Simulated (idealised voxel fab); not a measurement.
You're looking at the process module voxel wiring stack.
The cross-section on display is named cut; it measures 205 nm wide, and its cells are 5 nm squares.
Throughout this document, each cross-section is represented as a grid of square cells and is presented as a sequence of bands enumerated from the top downward, where a band comprises one or more rows of cells. In this notation a band is specified by the heights of its top and bottom, in that order and in nm, after which its materials appear from left to right, each paired with its width in nm. The word "throughout" attached to a single material means that material fills the band from edge to edge; the word "blank" stands for empty space. Beneath 0, the wafer as received is one material, and that level is where height counting begins. The lowest band goes on downward without a bottom; it is written like "0 down". A width such as "30..40" changes by the same amount from each row of cells to the next, from the band's top row to its bottom row. A step reported as "stayed the same" is a step in which no cell of the cross-section changed. "Entrapped voids" - sealed voids, min. 8 cells, no opening to top; format: width x height at distance (distance from left edge; nm throughout). If you see something after the settings on a step's line, that's the simulator's own remark about that step. Steps that use a mask can have "overlay nm" on their line. It says how far the mask sat to the right of where it was meant to be. Negative means to the left.

[Steps planned for the process]
1) RECEIVE,material Si
2) CONFORMAL_DEP,material SiO2,thk nm 15
3) CONFORMAL_DEP,material SiCN,thk nm 5
4) DIRECTIONAL_DEP,material SiO2,thk nm 25
5) PATTERN,tone open,mask id METAL_1,material resist,width nm 30,pitch nm 45,thk nm 15,overlay nm 0
6) DIRECTIONAL_ETCH,etch materials SiO2,depth nm 25
7) DIRECTIONAL_ETCH,etch materials SiCN,depth nm 5
8) STRIP,etch materials resist
9) CONFORMAL_DEP,material TiN,thk nm 5
10) FILL_DEP,material Ru,thk nm 10
11) CMP,height nm 45
12) CONFORMAL_DEP,material SiCN,thk nm 5
13) DIRECTIONAL_DEP,material lowk,thk nm 15
14) DIRECTIONAL_DEP,material aC,thk nm 10
15) PATTERN,tone open,mask id PLUG_1,material resist,width nm 15,pitch nm 45,thk nm 25,overlay nm 0
16) DIRECTIONAL_ETCH,etch materials aC,depth nm 10
17) STRIP,etch materials resist
18) DIRECTIONAL_ETCH,etch materials lowk,depth nm 15
19) DIRECTIONAL_ETCH,etch materials SiCN,depth nm 5
20) STRIP,etch materials aC
21) EPI,material Ru,thk nm 10
22) EPI,material Ru,thk nm 10
23) DIRECTIONAL_DEP,material TiN,thk nm 5
24) DIRECTIONAL_DEP,material W,thk nm 15
25) DIRECTIONAL_DEP,material aC,thk nm 15
26) PATTERN,tone cover,mask id METAL_2,material resist,width nm 30,pitch nm 45,thk nm 30,overlay nm 0
27) DIRECTIONAL_ETCH,etch materials aC,depth nm 15
28) STRIP,etch materials resist
29) DIRECTIONAL_ETCH,etch materials W,depth nm 15
30) DIRECTIONAL_ETCH,etch materials TiN,depth nm 5
31) STRIP,etch materials aC
32) FILL_DEP,material SiO2,thk nm 5
33) CMP,height nm 85
34) CONFORMAL_DEP,material SiCN,thk nm 5
35) DIRECTIONAL_DEP,material lowk,thk nm 30
36) PATTERN,tone open,mask id METAL_3,material resist,width nm 30,pitch nm 45,thk nm 15,overlay nm 0
37) DIRECTIONAL_ETCH,etch materials lowk,depth nm 15
38) STRIP,etch materials resist
39) MASKED_ETCH,tone open,mask id METAL_3_HOLES,width nm 15,etch materials lowk,depth nm 15,overlay nm 0
40) MASKED_ETCH,tone open,mask id METAL_3_HOLES,width nm 15,etch materials SiCN,depth nm 5,overlay nm 0
41) CONFORMAL_DEP,material TiN,thk nm 5
42) FILL_DEP,material Cu,thk nm 10
43) CMP,height nm 120
44) CONFORMAL_DEP,material SiCN,thk nm 5
45) DIRECTIONAL_DEP,material lowk,thk nm 30
46) DIRECTIONAL_DEP,material aC,thk nm 10
47) PATTERN,tone open,mask id METAL_4,material resist,width nm 30,pitch nm 45,thk nm 30,overlay nm 0
48) DIRECTIONAL_ETCH,etch materials aC,depth nm 10
49) STRIP,etch materials resist
50) DIRECTIONAL_ETCH,etch materials lowk,depth nm 15
51) STRIP,etch materials aC
52) DIRECTIONAL_DEP,material aC,thk nm 10
53) PATTERN,tone open,mask id METAL_4_HOLES,material resist,width nm 15,thk nm 30,overlay nm 0
54) DIRECTIONAL_ETCH,etch materials aC,depth nm 10
55) STRIP,etch materials resist
56) DIRECTIONAL_ETCH,etch materials lowk,depth nm 15
57) DIRECTIONAL_ETCH,etch materials SiCN,depth nm 5
58) STRIP,etch materials aC
59) CONFORMAL_DEP,material TiN,thk nm 5
60) FILL_DEP,material Cu,thk nm 10
61) CMP,height nm 155
62) CONFORMAL_DEP,material SiCN,thk nm 5

[Incoming wafer in cross-section (state: after step 1)]
> 0 down: Si throughout
> Entrapped voids: none

[Figure: cross-sectional view of the wafer upon completion of the module, processed from the initial state and according to the plan depicted above, with one error introduced during execution]
> 160 to 155: SiCN throughout
> 155 to 145: lowk 65 nm; TiN 5 nm; Cu 20 nm; TiN 5 nm; lowk 15 nm; TiN 5 nm; Cu 20 nm; TiN 5 nm; lowk 65 nm
> 145 to 140: lowk 65 nm; TiN 5 nm; Cu 5 nm; TiN 20 nm; lowk 15 nm; TiN 30 nm; lowk 65 nm
> 140 to 125: lowk 65 nm; TiN 5 nm; Cu 5 nm; TiN 5 nm; lowk 125 nm
> 125 to 120: SiCN 65 nm; TiN 15 nm; SiCN 125 nm
> 120 to 110: lowk 65 nm; TiN 5 nm; Cu 20 nm; TiN 5 nm; lowk 15 nm; TiN 5 nm; Cu 20 nm; TiN 5 nm; lowk 65 nm
> 110 to 105: lowk 65 nm; TiN 5 nm; Cu 5 nm; TiN 20 nm; lowk 15 nm; TiN 30 nm; lowk 65 nm
> 105 to 90: lowk 65 nm; TiN 5 nm; Cu 5 nm; TiN 5 nm; lowk 125 nm
> 90 to 85: SiCN 65 nm; TiN 15 nm; SiCN 125 nm
> 85 to 80: SiO2 65 nm; W 15 nm; TiN 15 nm; SiO2 15 nm; W 15 nm; TiN 15 nm; SiO2 65 nm
> 80 to 70: lowk 65 nm; W 15 nm; lowk 30 nm; W 15 nm; lowk 80 nm
> 70 to 65: lowk 65 nm; TiN 15 nm; lowk 30 nm; TiN 15 nm; lowk 80 nm
> 65 to 50: lowk throughout
> 50 to 45: SiCN throughout
> 45 to 20: SiO2 65 nm; TiN 5 nm; Ru 20 nm; TiN 5 nm; SiO2 15 nm; TiN 5 nm; Ru 20 nm; TiN 5 nm; SiO2 65 nm
> 20 to 15: SiCN 65 nm; TiN 30 nm; SiCN 15 nm; TiN 30 nm; SiCN 65 nm
> 15 to 0: SiO2 throughout
> 0 down: Si throughout
> Entrapped voids: none
Which mistake was made when the wafer was run? the plan's step 13 ran twice
